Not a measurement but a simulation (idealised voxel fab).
process module | voxel released beams
This is section cut - it's 230 nm across, gridded in 5 nm square cells.
Think of the cross-section as a grid of square cells. We describe it in bands, top to bottom, and each band covers one or more rows of those cells. Band: top and bottom heights (nm) first, top before bottom; then materials from left to right, widths in nm. "throughout" marks a sole material filling the band edge to edge. "empty" denotes empty space. Note: height 0 marks the level under which the wafer is uniformly one material as received. Lowest band unbounded below, written "0 nm and below". A width such as "30..40" changes by the same amount from each row of cells to the next, from the band's top row to its bottom row. Reading "no modifications" for a step: not a cell of the cross-section changed in it. Empty spaces counting at least 8 cells and having no open way to the top are listed in "Enclosed void inventory". The notation width x height at distance is used for each, the distance being from the left edge and all three values in nm. What comes after the settings on a step's line is commentary from the simulator itself on that step. A step line may carry the setting "overlay nm", which, for steps involving a mask, states the distance by which the mask lay to the right of its intended position; negative values denote displacement to the left.

**So here's the lineup of process steps we planned**
step 1: RECEIVE: material Si
step 2: CONFORMAL_DEP: material SiN, thk nm 10
step 3: DIRECTIONAL_DEP: material SiO2, thk nm 10
step 4: PATTERN: tone open, mask id ANCHOR, material resist, width nm 40, thk nm 15, overlay nm 0
step 5: DIRECTIONAL_ETCH: etch materials SiO2, depth nm 10
step 6: STRIP: etch materials resist
step 7: CONFORMAL_DEP: material polySi, thk nm 15
step 8: MASKED_ETCH: tone cover, mask id BEAM, width nm 90, etch materials polySi, depth nm 15, overlay nm 0
step 9: STRIP: etch materials SiO2
For clarity, it should be stated that the wafers under discussion commence in an identical condition and differ with respect to the width nm of step 8, the plan indicating the value that the first wafer had.

**Cross-section: the first of several wafers in its as-received state, i.e. following step 1**
* 0 nm and below | Si throughout
* Enclosed void inventory: none

**Quick key for the table: a row per wafer, taken at the end of the module. For each material it tells you how many cells the wafer gained (+) or lost (-) since it came in, and the closed voids come after**
width nm 90 | +92 SiN | +66 polySi | Enclosed void inventory: none
width nm 95 | +92 SiN | +69 polySi | Enclosed void inventory: none
width nm 100 | +92 SiN | +72 polySi | Enclosed void inventory: none
width nm 105 | +92 SiN | +75 polySi | Enclosed void inventory: none
width nm 110 | +92 SiN | +78 polySi | Enclosed void inventory: none
width nm 115 | +92 SiN | +81 polySi | Enclosed void inventory: none
